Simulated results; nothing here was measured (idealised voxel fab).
Documented hereafter: the process module known as voxel air gaps.
Shown is cross-section cut, with a width of 235 nm and square cells of size 5 nm.
Cross-section, as written here: a square-cell grid given band by band from the top down, where a band holds one or more rows of cells.
This entry defines a band. It first specifies the height of the band's top and the height of its bottom in nm, and then specifies the band's materials from left to right, stating each material with its width in nm. The word "edge to edge" identifies a single material that fills the band from edge to edge, while the word "air" identifies empty space.
Counting heights begins at 0, where everything beneath is, in the wafer as received, one material. The lowest band has no bottom; it goes on downwards, as "0 nm and below" shows.
A two-number width, for instance "30..40", indicates that the width is equal to the first number in the top row of the band and to the second number in the bottom row, and that it changes by a constant amount per row of cells.
"no modifications", as given for a step, is the statement that not any cell of the cross-section underwent a change during that step.
Listed in "Closed void roster": every empty space of 8 or more cells without an open way to the top. Form: width x height at distance, the distance being from the left edge, all in nm.
Step line, after settings: the simulator's comment on this step.
Regarding "overlay nm": on a step with a mask, it is the distance the mask lay to the right of its planned place; a negative value places it to the left.

# Process steps foreseen in the plan
1. RECEIVE | material Si
2. CONFORMAL_DEP | material SiO2 | thk nm 10
3. CONFORMAL_DEP | material SiN | thk nm 5
4. DIRECTIONAL_DEP | material SiO2 | thk nm 40
5. DIRECTIONAL_DEP | material aC | thk nm 15
6. PATTERN | tone open | mask id LINES | material resist | width nm 15 | pitch nm 45 | thk nm 30 | overlay nm 0
7. DIRECTIONAL_ETCH | etch materials aC | depth nm 15
8. STRIP | etch materials resist
9. DIRECTIONAL_ETCH | etch materials SiO2 | depth nm 40
10. STRIP | etch materials aC
11. CONFORMAL_DEP | material TiN | thk nm 5
12. FILL_DEP | material Ru | thk nm 10
13. CMP | height nm 55
14. EPI | material Ru | thk nm 10
15. SELECTIVE_ETCH | etch materials SiO2 | depth nm 50
16. CONFORMAL_DEP | material SiN | thk nm 5

# Of two wafers, the first: run according to plan

# Cross-section, incoming material, after step 1
	0 nm and below  Si edge to edge
	Closed void roster: none

# State of the wafer after step 2, shown in cross-section
	10 nm to 0 nm  SiO2 edge to edge
	Anything lower than 0 is untouched.

# State of the wafer after step 3, shown in cross-section
	15 nm to 10 nm  SiN edge to edge
	Anything lower than 10 is untouched.

# State of the wafer after step 4, shown in cross-section
	55 nm to 15 nm  SiO2 edge to edge
	Anything lower than 15 is untouched.

# State of the wafer after step 5, shown in cross-section
	70 nm to 55 nm  aC edge to edge
	Anything lower than 55 is untouched.

# State of the wafer after step 6, shown in cross-section
	100 nm to 70 nm  resist (65) / air (15) / resist (30) / air (15) / resist (30) / air (15) / resist (65)
	Anything lower than 70 is untouched.

# State of the wafer after step 7, shown in cross-section
	85 nm to 70 nm  resist (65) / air (15) / resist (30) / air (15) / resist (30) / air (15) / resist (65)
	70 nm to 55 nm  aC (65) / air (15) / aC (30) / air (15) / aC (30) / air (15) / aC (65)
	Anything lower than 55 is untouched.

# State of the wafer after step 8, shown in cross-section
	70 nm to 55 nm  aC (65) / air (15) / aC (30) / air (15) / aC (30) / air (15) / aC (65)
	Anything lower than 55 is untouched.

# State of the wafer after step 9, shown in cross-section
	70 nm to 55 nm  aC (65) / air (15) / aC (30) / air (15) / aC (30) / air (15) / aC (65)
	55 nm to 15 nm  SiO2 (65) / air (15) / SiO2 (30) / air (15) / SiO2 (30) / air (15) / SiO2 (65)
	Anything lower than 15 is untouched.

# State of the wafer after step 10, shown in cross-section
	55 nm to 15 nm  SiO2 (65) / air (15) / SiO2 (30) / air (15) / SiO2 (30) / air (15) / SiO2 (65)
	Anything lower than 15 is untouched.

# State of the wafer after step 11, shown in cross-section
	60 nm to 55 nm  TiN (70) / air (5) / TiN (40) / air (5) / TiN (40) / air (5) / TiN (70)
	55 nm to 20 nm  SiO2 (65) / TiN (5) / air (5) / TiN (5) / SiO2 (30) / TiN (5) / air (5) / TiN (5) / SiO2 (30) / TiN (5) / air (5) / TiN (5) / SiO2 (65)
	20 nm to 15 nm  SiO2 (65) / TiN (15) / SiO2 (30) / TiN (15) / SiO2 (30) / TiN (15) / SiO2 (65)
	Anything lower than 15 is untouched.

# State of the wafer after step 12, shown in cross-section
	70 nm to 60 nm  Ru edge to edge
	60 nm to 55 nm  TiN (70) / Ru (5) / TiN (40) / Ru (5) / TiN (40) / Ru (5) / TiN (70)
	55 nm to 20 nm  SiO2 (65) / TiN (5) / Ru (5) / TiN (5) / SiO2 (30) / TiN (5) / Ru (5) / TiN (5) / SiO2 (30) / TiN (5) / Ru (5) / TiN (5) / SiO2 (65)
	Anything lower than 20 is untouched.

# State of the wafer after step 13, shown in cross-section
	55 nm to 20 nm  SiO2 (65) / TiN (5) / Ru (5) / TiN (5) / SiO2 (30) / TiN (5) / Ru (5) / TiN (5) / SiO2 (30) / TiN (5) / Ru (5) / TiN (5) / SiO2 (65)
	Anything lower than 20 is untouched.

# State of the wafer after step 14, shown in cross-section
	65 nm to 55 nm  air (55) / Ru (35) / air (10) / Ru (35) / air (10) / Ru (35) / air (55)
	Anything lower than 55 is untouched.

# State of the wafer after step 15, shown in cross-section
	65 nm to 55 nm  air (55) / Ru (35) / air (10) / Ru (35) / air (10) / Ru (35) / air (55)
	55 nm to 20 nm  air (65) / TiN (5) / Ru (5) / TiN (5) / air (30) / TiN (5) / Ru (5) / TiN (5) / air (30) / TiN (5) / Ru (5) / TiN (5) / air (65)
	20 nm to 15 nm  air (65) / TiN (15) / air (30) / TiN (15) / air (30) / TiN (15) / air (65)
	Anything lower than 15 is untouched.

# State of the wafer after step 16, shown in cross-section
	70 nm to 65 nm  air (50) / SiN (135) / air (50)
	65 nm to 55 nm  air (50) / SiN (5) / Ru (35) / SiN (10) / Ru (35) / SiN (10) / Ru (35) / SiN (5) / air (50)
	55 nm to 50 nm  air (50) / SiN (15) / TiN (5) / Ru (5) / TiN (5) / SiN (30) / TiN (5) / Ru (5) / TiN (5) / SiN (30) / TiN (5) / Ru (5) / TiN (5) / SiN (15) / air (50)
	50 nm to 20 nm  air (60) / SiN (5) / TiN (5) / Ru (5) / TiN (5) / SiN (5) / air (20) / SiN (5) / TiN (5) / Ru (5) / TiN (5) / SiN (5) / air (20) / SiN (5) / TiN (5) / Ru (5) / TiN (5) / SiN (5) / air (60)
	20 nm to 15 nm  SiN (65) / TiN (15) / SiN (30) / TiN (15) / SiN (30) / TiN (15) / SiN (65)
	Anything lower than 15 is untouched.
	Closed void roster: 20 x 30 at 85; 20 x 30 at 130

# It is to be noted that the second wafer proceeded from the same initial state and according to the same plan as the first, although one mistake was committed in its execution; through step 5, inclusive, the two wafers share an identical history

# The second wafer in cross-section, at the planned close of step 6
	100 nm to 70 nm  resist (60) / air (25) / resist (20) / air (25) / resist (20) / air (25) / resist (60)
	Anything lower than 70 is untouched.

# The second wafer in cross-section, at the planned close of step 7
	85 nm to 70 nm  resist (60) / air (25) / resist (20) / air (25) / resist (20) / air (25) / resist (60)
	70 nm to 55 nm  aC (60) / air (25) / aC (20) / air (25) / aC (20) / air (25) / aC (60)
	Anything lower than 55 is untouched.

# The second wafer in cross-section, at the planned close of step 8
	70 nm to 55 nm  aC (60) / air (25) / aC (20) / air (25) / aC (20) / air (25) / aC (60)
	Anything lower than 55 is untouched.

# The second wafer in cross-section, at the planned close of step 9
	70 nm to 55 nm  aC (60) / air (25) / aC (20) / air (25) / aC (20) / air (25) / aC (60)
	55 nm to 15 nm  SiO2 (60) / air (25) / SiO2 (20) / air (25) / SiO2 (20) / air (25) / SiO2 (60)
	Anything lower than 15 is untouched.

# The second wafer in cross-section, at the planned close of step 10
	55 nm to 15 nm  SiO2 (60) / air (25) / SiO2 (20) / air (25) / SiO2 (20) / air (25) / SiO2 (60)
	Anything lower than 15 is untouched.

# The second wafer in cross-section, at the planned close of step 11
	60 nm to 55 nm  TiN (65) / air (15) / TiN (30) / air (15) / TiN (30) / air (15) / TiN (65)
	55 nm to 20 nm  SiO2 (60) / TiN (5) / air (15) / TiN (5) / SiO2 (20) / TiN (5) / air (15) / TiN (5) / SiO2 (20) / TiN (5) / air (15) / TiN (5) / SiO2 (60)
	20 nm to 15 nm  SiO2 (60) / TiN (25) / SiO2 (20) / TiN (25) / SiO2 (20) / TiN (25) / SiO2 (60)
	Anything lower than 15 is untouched.

# The second wafer in cross-section, at the planned close of step 12
	70 nm to 60 nm  Ru edge to edge
	60 nm to 55 nm  TiN (65) / Ru (15) / TiN (30) / Ru (15) / TiN (30) / Ru (15) / TiN (65)
	55 nm to 20 nm  SiO2 (60) / TiN (5) / Ru (15) / TiN (5) / SiO2 (20) / TiN (5) / Ru (15) / TiN (5) / SiO2 (20) / TiN (5) / Ru (15) / TiN (5) / SiO2 (60)
	Anything lower than 20 is untouched.

# The second wafer in cross-section, at the planned close of step 13
	55 nm to 20 nm  SiO2 (60) / TiN (5) / Ru (15) / TiN (5) / SiO2 (20) / TiN (5) / Ru (15) / TiN (5) / SiO2 (20) / TiN (5) / Ru (15) / TiN (5) / SiO2 (60)
	Anything lower than 20 is untouched.

# The second wafer in cross-section, at the planned close of step 14
	65 nm to 55 nm  air (50) / Ru (135) / air (50)
	Anything lower than 55 is untouched.

# The second wafer in cross-section, at the planned close of step 15
	65 nm to 55 nm  air (50) / Ru (135) / air (50)
	55 nm to 20 nm  air (60) / TiN (5) / Ru (15) / TiN (5) / SiO2 (20) / TiN (5) / Ru (15) / TiN (5) / SiO2 (20) / TiN (5) / Ru (15) / TiN (5) / air (60)
	20 nm to 15 nm  air (60) / TiN (25) / SiO2 (20) / TiN (25) / SiO2 (20) / TiN (25) / air (60)
	Anything lower than 15 is untouched.

# The second wafer in cross-section, at the planned close of step 16
	70 nm to 65 nm  air (45) / SiN (145) / air (45)
	65 nm to 55 nm  air (45) / SiN (5) / Ru (135) / SiN (5) / air (45)
	55 nm to 50 nm  air (45) / SiN (15) / TiN (5) / Ru (15) / TiN (5) / SiO2 (20) / TiN (5) / Ru (15) / TiN (5) / SiO2 (20) / TiN (5) / Ru (15) / TiN (5) / SiN (15) / air (45)
	50 nm to 20 nm  air (55) / SiN (5) / TiN (5) / Ru (15) / TiN (5) / SiO2 (20) / TiN (5) / Ru (15) / TiN (5) / SiO2 (20) / TiN (5) / Ru (15) / TiN (5) / SiN (5) / air (55)
	20 nm to 15 nm  SiN (60) / TiN (25) / SiO2 (20) / TiN (25) / SiO2 (20) / TiN (25) / SiN (60)
	Anything lower than 15 is untouched.
The plan and the run diverged here: step 6 did not happen as planned, as run it was PATTERN | tone open | mask id LINES | material resist | width nm 25 | pitch nm 45 | thk nm 30 | overlay nm 0
Cell-count delta at end, second wafer over first, by material: Ru: 54 more | SiN: 56 fewer | SiO2: 64 more | TiN: 6 more
First wafer closed voids (final) = 2; second wafer closed voids (final) = 0.
